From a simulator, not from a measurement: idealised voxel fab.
The following is a process module called voxel ribs on slabs.
Square cell edge 5 nm, section width 200 nm, ID cut.
Format of a cross-section: grid, square cells. Given as bands. Order: top down. Band: one or more rows of cells.
In this notation a band is specified by the heights of its top and bottom, in that order and in nm, after which its materials appear from left to right, each paired with its width in nm. The word "all across" attached to a single material means that material fills the band from edge to edge; the word "air" stands for empty space.
A quick word on heights: they are counted from 0, and under that level the wafer as it came to us is one material throughout. The lowest band is different from the rest in having no bottom; it simply continues downward, written as in "0 -> down".
You'd read "30 to 40" like this: the band's top row of cells is as wide as the first number, its bottom row is as wide as the second, and going down, every row changes width by the same amount as the row before did.
You'll sometimes find "no change" written for a step, and that's the way of saying that nowhere in the cross-section did a cell change during that step.
Each empty space that has no open way to the top and spans at least 8 cells appears under "Closed void entries" as width x height at distance, the distance counted from the left edge, all in nm.
Read whatever lies past the settings on a step's line as the simulator's own remark about the step.
The setting "overlay nm" may be written on the line of a step. When the step uses a mask, the value reports how far to the right of the planned place the mask lay, and a negative value reports that it lay to the left.

**Process steps (planned)**
| 1 | RECEIVE [material Si] |
| 2 | DIRECTIONAL_DEP [material SiO2] [thk nm 30] |
| 3 | DIRECTIONAL_DEP [material polySi] [thk nm 15] |
| 4 | PATTERN [tone cover] [mask id RIB] [material resist] [width nm 30] [thk nm 20] [overlay nm 0] |
| 5 | DIRECTIONAL_ETCH [etch materials polySi] [depth nm 10] |
| 6 | STRIP [etch materials resist] |
| 7 | MASKED_ETCH [tone cover] [mask id SLAB] [width nm 80] [etch materials polySi] [depth nm 5] [overlay nm 0] |
| 8 | FILL_DEP [material SiO2] [thk nm 30] |
| 9 | CMP [height nm 65] |
| 10 | DIRECTIONAL_DEP [material TiN] [thk nm 10] |
| 11 | DIRECTIONAL_DEP [material aC] [thk nm 15] |
| 12 | PATTERN [tone cover] [mask id HEATER] [material resist] [width nm 40] [thk nm 30] [overlay nm 0] |
| 13 | DIRECTIONAL_ETCH [etch materials aC] [depth nm 15] |
| 14 | STRIP [etch materials resist] |
| 15 | DIRECTIONAL_ETCH [etch materials TiN] [depth nm 10] |
| 16 | STRIP [etch materials aC] |
| 17 | CONFORMAL_DEP [material SiO2] [thk nm 10] |

**On the first of the two wafers: run conducted according to plan**

**Cross-section of the incoming wafer, state after step 1**
0 -> down = Si all across
Closed void entries: none

**Wafer xsec, post step 2**
30 -> 0 = SiO2 all across
Note: structure below 0 unchanged.

**Wafer xsec, post step 3**
45 -> 30 = polySi all across
Note: structure below 30 unchanged.

**Wafer xsec, post step 4**
65 -> 45 = air (85) / resist (30) / air (85)
Note: structure below 45 unchanged.

**Wafer xsec, post step 5**
65 -> 45 = air (85) / resist (30) / air (85)
45 -> 35 = air (85) / polySi (30) / air (85)
Note: structure below 35 unchanged.

**Wafer xsec, post step 6**
45 -> 35 = air (85) / polySi (30) / air (85)
Note: structure below 35 unchanged.

**Wafer xsec, post step 7**
45 -> 35 = air (85) / polySi (30) / air (85)
35 -> 30 = air (60) / polySi (80) / air (60)
Note: structure below 30 unchanged.

**Wafer xsec, post step 8**
75 -> 45 = SiO2 all across
45 -> 35 = SiO2 (85) / polySi (30) / SiO2 (85)
35 -> 30 = SiO2 (60) / polySi (80) / SiO2 (60)
Note: structure below 30 unchanged.

**Wafer xsec, post step 9**
65 -> 45 = SiO2 all across
Note: structure below 45 unchanged.

**Wafer xsec, post step 10**
75 -> 65 = TiN all across
Note: structure below 65 unchanged.

**Wafer xsec, post step 11**
90 -> 75 = aC all across
Note: structure below 75 unchanged.

**Wafer xsec, post step 12**
120 -> 90 = air (80) / resist (40) / air (80)
Note: structure below 90 unchanged.

**Wafer xsec, post step 13**
105 -> 90 = air (80) / resist (40) / air (80)
90 -> 75 = air (80) / aC (40) / air (80)
Note: structure below 75 unchanged.

**Wafer xsec, post step 14**
90 -> 75 = air (80) / aC (40) / air (80)
Note: structure below 75 unchanged.

**Wafer xsec, post step 15**
90 -> 75 = air (80) / aC (40) / air (80)
75 -> 65 = air (80) / TiN (40) / air (80)
Note: structure below 65 unchanged.

**Wafer xsec, post step 16**
75 -> 65 = air (80) / TiN (40) / air (80)
Note: structure below 65 unchanged.

**Wafer xsec, post step 17**
85 -> 75 = air (70) / SiO2 (60) / air (70)
75 -> 65 = SiO2 (80) / TiN (40) / SiO2 (80)
Note: structure below 65 unchanged.

**Wafer two of two - same starting point, same process plan, one mistake in execution; matches wafer one up to and including step 3**

**Second wafer, cut view, end of step 4 per plan**
65 -> 45 = air (90) / resist (30) / air (80)
Note: structure below 45 unchanged.

**Second wafer, cut view, end of step 5 per plan**
65 -> 45 = air (90) / resist (30) / air (80)
45 -> 35 = air (90) / polySi (30) / air (80)
Note: structure below 35 unchanged.

**Second wafer, cut view, end of step 6 per plan**
45 -> 35 = air (90) / polySi (30) / air (80)
Note: structure below 35 unchanged.

**Second wafer, cut view, end of step 7 per plan**
45 -> 35 = air (90) / polySi (30) / air (80)
35 -> 30 = air (60) / polySi (80) / air (60)
Note: structure below 30 unchanged.

**Second wafer, cut view, end of step 8 per plan**
75 -> 45 = SiO2 all across
45 -> 35 = SiO2 (90) / polySi (30) / SiO2 (80)
35 -> 30 = SiO2 (60) / polySi (80) / SiO2 (60)
Note: structure below 30 unchanged.

**Second wafer, cut view, end of step 9 per plan**
65 -> 45 = SiO2 all across
Note: structure below 45 unchanged.

**Second wafer, cut view, end of step 10 per plan**
75 -> 65 = TiN all across
Note: structure below 65 unchanged.

**Second wafer, cut view, end of step 11 per plan**
90 -> 75 = aC all across
Note: structure below 75 unchanged.

**Second wafer, cut view, end of step 12 per plan**
120 -> 90 = air (80) / resist (40) / air (80)
Note: structure below 90 unchanged.

**Second wafer, cut view, end of step 13 per plan**
105 -> 90 = air (80) / resist (40) / air (80)
90 -> 75 = air (80) / aC (40) / air (80)
Note: structure below 75 unchanged.

**Second wafer, cut view, end of step 14 per plan**
90 -> 75 = air (80) / aC (40) / air (80)
Note: structure below 75 unchanged.

**Second wafer, cut view, end of step 15 per plan**
90 -> 75 = air (80) / aC (40) / air (80)
75 -> 65 = air (80) / TiN (40) / air (80)
Note: structure below 65 unchanged.

**Second wafer, cut view, end of step 16 per plan**
75 -> 65 = air (80) / TiN (40) / air (80)
Note: structure below 65 unchanged.

**Second wafer, cut view, end of step 17 per plan**
85 -> 75 = air (70) / SiO2 (60) / air (70)
75 -> 65 = SiO2 (80) / TiN (40) / SiO2 (80)
Note: structure below 65 unchanged.
Plan not followed: the process deviated at step 4: the operation and settings actually run there were PATTERN [tone cover] [mask id RIB] [material resist] [width nm 30] [thk nm 20] [overlay nm 5]
Both wafers, final: cells per material equal; arrangement not.
